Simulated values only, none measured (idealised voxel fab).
process module | voxel gate over fins
cross-section cut | 185 nm wide | cells 5 nm
A cross-section is a grid of square cells, given in bands from the top down. A band is one or more rows of cells.
Each band's line starts with the height of the band's top and of its bottom, in nm. Then come its materials from left to right, each with its width in nm. One material with "throughout" fills the band from edge to edge. "air" is empty space.
Height 0 is the level under which the wafer as received is all one material. The lowest band goes on downwards, as in "0 down".
A width such as "30 to 40" changes by the same amount from each row of cells to the next, from the band's top row to its bottom row.
"no change" after a step means that no cell of the cross-section changed.
closed voids: empty space of 8 cells or more with no open way to the top, each as width x height at its distance from the left edge, in nm
after a step's settings: what the simulator itself notes on the step
overlay nm, on a step with a mask: how far to the right of its planned place the mask lay; to the left if negative
plan
1 op RECEIVE | material Si
2 op CONFORMAL_DEP | material SiN | thk nm 10
3 op PATTERN | tone cover | mask id FINS | material resist | width nm 15 | pitch nm 45 | thk nm 20 | overlay nm 0
4 op DIRECTIONAL_ETCH | etch materials SiN | depth nm 10
5 op DIRECTIONAL_ETCH | etch materials Si | depth nm 35
6 op STRIP | etch materials resist
7 op FILL_DEP | material SiO2 | thk nm 5
8 op CMP | height nm 10
9 op SELECTIVE_ETCH | etch materials SiO2 | depth nm 20
10 op STRIP | etch materials SiN
11 op CONFORMAL_DEP | material HfO2 | thk nm 5
12 op CONFORMAL_DEP | material TiN | thk nm 5
13 op CONFORMAL_DEP | material TiAl | thk nm 5
14 op CONFORMAL_DEP | material TiN | thk nm 5
15 op FILL_DEP | material W | thk nm 15
16 op CMP | height nm 30
17 op CONFORMAL_DEP | material SiN | thk nm 5
first wafer, as planned
as received, after step 1
  0 down: Si throughout
  closed voids: none
after step 2
  10 to 0: SiN throughout
  below 0: unchanged
after step 3
  30 to 10: air 60 | resist 15 | air 30 | resist 15 | air 65
  below 10: unchanged
after step 4
  30 to 10: air 60 | resist 15 | air 30 | resist 15 | air 65
  10 to 0: air 60 | SiN 15 | air 30 | SiN 15 | air 65
  below 0: unchanged
after step 5
  30 to 10: air 60 | resist 15 | air 30 | resist 15 | air 65
  10 to 0: air 60 | SiN 15 | air 30 | SiN 15 | air 65
  0 to -35: air 60 | Si 15 | air 30 | Si 15 | air 65
  below -35: unchanged
after step 6
  10 to 0: air 60 | SiN 15 | air 30 | SiN 15 | air 65
  below 0: unchanged
after step 7
  15 to 10: SiO2 throughout
  10 to 0: SiO2 60 | SiN 15 | SiO2 30 | SiN 15 | SiO2 65
  0 to -35: SiO2 60 | Si 15 | SiO2 30 | Si 15 | SiO2 65
  below -35: unchanged
after step 8
  10 to 0: SiO2 60 | SiN 15 | SiO2 30 | SiN 15 | SiO2 65
  below 0: unchanged
after step 9
  10 to 0: air 60 | SiN 15 | air 30 | SiN 15 | air 65
  0 to -10: air 60 | Si 15 | air 30 | Si 15 | air 65
  below -10: unchanged
after step 10
  0 to -10: air 60 | Si 15 | air 30 | Si 15 | air 65
  below -10: unchanged
after step 11
  5 to 0: air 55 | HfO2 25 | air 20 | HfO2 25 | air 60
  0 to -5: air 55 | HfO2 5 | Si 15 | HfO2 5 | air 20 | HfO2 5 | Si 15 | HfO2 5 | air 60
  -5 to -10: HfO2 60 | Si 15 | HfO2 30 | Si 15 | HfO2 65
  below -10: unchanged
after step 12
  10 to 5: air 50 | TiN 35 | air 10 | TiN 35 | air 55
  5 to 0: air 50 | TiN 5 | HfO2 25 | TiN 5 | air 10 | TiN 5 | HfO2 25 | TiN 5 | air 55
  0 to -5: TiN 55 | HfO2 5 | Si 15 | HfO2 5 | TiN 20 | HfO2 5 | Si 15 | HfO2 5 | TiN 60
  below -5: unchanged
after step 13
  15 to 10: air 45 | TiAl 90 | air 50
  10 to 5: air 45 | TiAl 5 | TiN 35 | TiAl 10 | TiN 35 | TiAl 5 | air 50
  5 to 0: TiAl 50 | TiN 5 | HfO2 25 | TiN 5 | TiAl 10 | TiN 5 | HfO2 25 | TiN 5 | TiAl 55
  below 0: unchanged
after step 14
  20 to 15: air 40 | TiN 100 | air 45
  15 to 10: air 40 | TiN 5 | TiAl 90 | TiN 5 | air 45
  10 to 5: TiN 45 | TiAl 5 | TiN 35 | TiAl 10 | TiN 35 | TiAl 5 | TiN 50
  below 5: unchanged
after step 15
  35 to 20: W throughout
  20 to 15: W 40 | TiN 100 | W 45
  15 to 10: W 40 | TiN 5 | TiAl 90 | TiN 5 | W 45
  below 10: unchanged
after step 16
  30 to 20: W throughout
  below 20: unchanged
after step 17
  35 to 30: SiN throughout
  below 30: unchanged
second wafer: like start, like plan, one mistake. Through step 13 it matches the first wafer
when step 14 should have ended
  20 to 10: air 40 | TiAl 100 | air 45
  10 to 5: TiAl 50 | TiN 35 | TiAl 10 | TiN 35 | TiAl 55
  below 5: unchanged
when step 15 should have ended
  35 to 20: W throughout
  20 to 10: W 40 | TiAl 100 | W 45
  below 10: unchanged
when step 16 should have ended
  30 to 20: W throughout
  below 20: unchanged
when step 17 should have ended
  35 to 30: SiN throughout
  below 30: unchanged
what went wrong: step 14 ran as: op CONFORMAL_DEP | material TiAl | thk nm 5
at the end the second wafer has, in cells: 41 more of TiAl | 41 fewer of TiN
